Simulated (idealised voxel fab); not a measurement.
The following is a process module called voxel transistor to metal.
Pictured: cross-section cut, 155 nm wide, on a grid of 5 nm square cells.
A cross-section is written here as square cells arranged in a grid, and it is given in bands from the top down, each band taking up one or more rows of cells.
Quick guide to a band line: top height, bottom height (nm) up front; then every material left to right with its width in nm. Only one material and it's marked "throughout"? Then it fills the band edge to edge. And "empty" just means empty space.
Counting heights begins at 0, where everything beneath is, in the wafer as received, one material. The lowest band has no bottom; it goes on downwards, as "0 nm and below" shows.
A two-number width, for instance "30..40", indicates that the width is equal to the first number in the top row of the band and to the second number in the bottom row, and that it changes by a constant amount per row of cells.
"nothing got changed" means the step left every cell of the cross-section as it was.
The label "Closed internal voids" introduces a list of the empty spaces, 8 cells or larger, that have no open way up to the top; each entry in it reads width x height at distance, where the distance is taken from the left edge and all three are stated in nm.
Step line, after settings: the simulator's comment on this step.
Among the settings permitted on a step's line is "overlay nm"; applied to a step with a mask, it specifies the extent to which the mask lay to the right of its planned position, whereas a negative figure signifies a position to the left.
# The following list gives the planned process steps
1,RECEIVE, material Si
2,CONFORMAL_DEP, material SiO2, thk nm 5
3,CONFORMAL_DEP, material SiN, thk nm 10
4,PATTERN, tone cover, mask id ACTIVE, material resist, width nm 100, thk nm 20, overlay nm 0
5,DIRECTIONAL_ETCH, etch materials SiN, depth nm 10
6,DIRECTIONAL_ETCH, etch materials SiO2, depth nm 5
7,DIRECTIONAL_ETCH, etch materials Si, depth nm 25
8,STRIP, etch materials resist
9,OXIDIZE, depth nm 5
10,FILL_DEP, material SiO2, thk nm 5
11,CMP, height nm 15
12,SELECTIVE_ETCH, etch materials SiO2, depth nm 5
13,STRIP, etch materials SiN
14,SELECTIVE_ETCH, etch materials SiO2, depth nm 5
15,OXIDIZE, depth nm 5
16,DIRECTIONAL_DEP, material polySi, thk nm 30
17,DIRECTIONAL_DEP, material SiCN, thk nm 15
18,MASKED_ETCH, tone cover, mask id GATE, width nm 20, etch materials SiCN, depth nm 25, overlay nm 0
19,MASKED_ETCH, tone cover, mask id GATE, width nm 20, etch materials polySi, depth nm 40, overlay nm 0
20,CONFORMAL_DEP, material SiN, thk nm 10
21,DIRECTIONAL_ETCH, etch materials SiN, depth nm 10
22,DIRECTIONAL_ETCH, etch materials SiO2, depth nm 5
23,EPI, material SiGe, thk nm 5
24,FILL_DEP, material SiO2, thk nm 10
25,CMP, height nm 45
26,DIRECTIONAL_DEP, material SiO2, thk nm 10
27,PATTERN, tone open, mask id CONTACT, material resist, width nm 15, pitch nm 65, thk nm 20, overlay nm 0
28,DIRECTIONAL_ETCH, etch materials SiO2, depth nm 55
29,STRIP, etch materials resist
30,CONFORMAL_DEP, material TiN, thk nm 5
31,FILL_DEP, material W, thk nm 5
32,CMP, height nm 55
33,DIRECTIONAL_DEP, material TiN, thk nm 5
34,DIRECTIONAL_DEP, material Ru, thk nm 20
35,PATTERN, tone cover, mask id METAL_1, material resist, width nm 15, pitch nm 65, thk nm 20, overlay nm 0
36,DIRECTIONAL_ETCH, etch materials Ru, depth nm 20
37,DIRECTIONAL_ETCH, etch materials TiN, depth nm 5
38,STRIP, etch materials resist
39,FILL_DEP, material SiO2, thk nm 10
40,CMP, height nm 80
41,CONFORMAL_DEP, material SiCN, thk nm 5
42,DIRECTIONAL_DEP, material lowk, thk nm 25
43,DIRECTIONAL_DEP, material aC, thk nm 10
44,PATTERN, tone open, mask id METAL_2, material resist, width nm 15, pitch nm 65, thk nm 30, overlay nm 0
45,DIRECTIONAL_ETCH, etch materials aC, depth nm 10
46,STRIP, etch materials resist
47,DIRECTIONAL_ETCH, etch materials lowk, depth nm 15
48,STRIP, etch materials aC
49,MASKED_ETCH, tone open, mask id METAL_2_HOLES, width nm 15, pitch nm 65, etch materials lowk, depth nm 10, overlay nm 0
50,MASKED_ETCH, tone open, mask id METAL_2_HOLES, width nm 15, pitch nm 65, etch materials SiCN, depth nm 5, overlay nm 0
51,CONFORMAL_DEP, material TiN, thk nm 5
52,FILL_DEP, material Cu, thk nm 10
53,CMP, height nm 110
54,CONFORMAL_DEP, material SiN, thk nm 5
# Cross-section of the incoming wafer, state after step 1
  0 nm and below = Si throughout
  Closed internal voids: none
# The first of two wafers, cross-sectioned at the end of the module, with the run proceeding as planned
  115 nm to 110 nm = SiN throughout
  110 nm to 85 nm = lowk (35)  TiN (5)  Cu (5)  TiN (5)  lowk (50)  TiN (5)  Cu (5)  TiN (5)  lowk (40)
  85 nm to 80 nm = SiCN (35)  TiN (15)  SiCN (50)  TiN (15)  SiCN (40)
  80 nm to 60 nm = SiO2 (35)  Ru (15)  SiO2 (50)  Ru (15)  SiO2 (40)
  60 nm to 55 nm = SiO2 (35)  TiN (15)  SiO2 (50)  TiN (15)  SiO2 (40)
  55 nm to 45 nm = SiO2 (35)  TiN (5)  W (5)  TiN (5)  SiO2 (50)  TiN (5)  W (5)  TiN (5)  SiO2 (40)
  45 nm to 30 nm = SiO2 (35)  TiN (5)  W (5)  TiN (5)  SiO2 (5)  SiN (10)  SiCN (20)  SiN (10)  SiO2 (5)  TiN (5)  W (5)  TiN (5)  SiO2 (40)
  30 nm to 5 nm = SiO2 (35)  TiN (5)  W (5)  TiN (5)  SiO2 (5)  SiN (10)  polySi (20)  SiN (10)  SiO2 (5)  TiN (5)  W (5)  TiN (5)  SiO2 (40)
  5 nm to 0 nm = SiO2 (20)  SiN (10)  SiO2 (5)  TiN (15)  SiO2 (5)  SiN (10)  polySi (20)  SiN (10)  SiO2 (5)  TiN (15)  SiO2 (5)  SiN (10)  SiO2 (25)
  0 nm to -5 nm = SiO2 (30)  SiGe (25)  SiO2 (40)  SiGe (25)  SiO2 (35)
  -5 nm to -30 nm = SiO2 (30)  Si (90)  SiO2 (35)
  -30 nm and below = Si throughout
  Closed internal voids: none
# What the second wafer looks like in cross-section once the module is done. Its start and its plan matched the first wafer's exactly; what differed was one mistake in how it was run
  115 nm to 110 nm = SiN throughout
  110 nm to 85 nm = lowk (35)  TiN (5)  Cu (5)  TiN (5)  lowk (50)  TiN (5)  Cu (5)  TiN (5)  lowk (40)
  85 nm to 80 nm = SiCN (35)  TiN (15)  SiCN (50)  TiN (15)  SiCN (40)
  80 nm to 60 nm = SiO2 (35)  Ru (15)  SiO2 (50)  Ru (15)  SiO2 (40)
  60 nm to 55 nm = SiO2 (35)  TiN (15)  SiO2 (50)  TiN (15)  SiO2 (40)
  55 nm to 45 nm = SiO2 (35)  TiN (5)  W (5)  TiN (5)  SiO2 (50)  TiN (5)  W (5)  TiN (5)  SiO2 (40)
  45 nm to 35 nm = SiO2 (35)  TiN (5)  W (5)  TiN (5)  SiO2 (5)  SiN (10)  SiCN (20)  SiN (10)  SiO2 (5)  TiN (5)  W (5)  TiN (5)  SiO2 (40)
  35 nm to 10 nm = SiO2 (35)  TiN (5)  W (5)  TiN (5)  SiO2 (5)  SiN (10)  polySi (20)  SiN (10)  SiO2 (5)  TiN (5)  W (5)  TiN (5)  SiO2 (40)
  10 nm to 5 nm = SiO2 (35)  TiN (15)  SiO2 (5)  SiN (10)  polySi (20)  SiN (10)  SiO2 (5)  TiN (15)  SiO2 (40)
  5 nm to 0 nm = SiO2 (25)  SiGe (30)  SiO2 (40)  SiGe (30)  SiO2 (30)
  0 nm to -30 nm = SiO2 (30)  Si (90)  SiO2 (35)
  -30 nm and below = Si throughout
  Closed internal voids: none
Processing error: transposition of steps 13 and 14 relative to the planned sequence
Bottom line after processing is that, in cells, the second wafer is up or down on some materials versus the first: Si: 18 more | SiCN: 4 fewer | SiGe: 2 more | SiN: 8 fewer | SiO2: 2 fewer | TiN: 4 fewer | W: 2 fewer
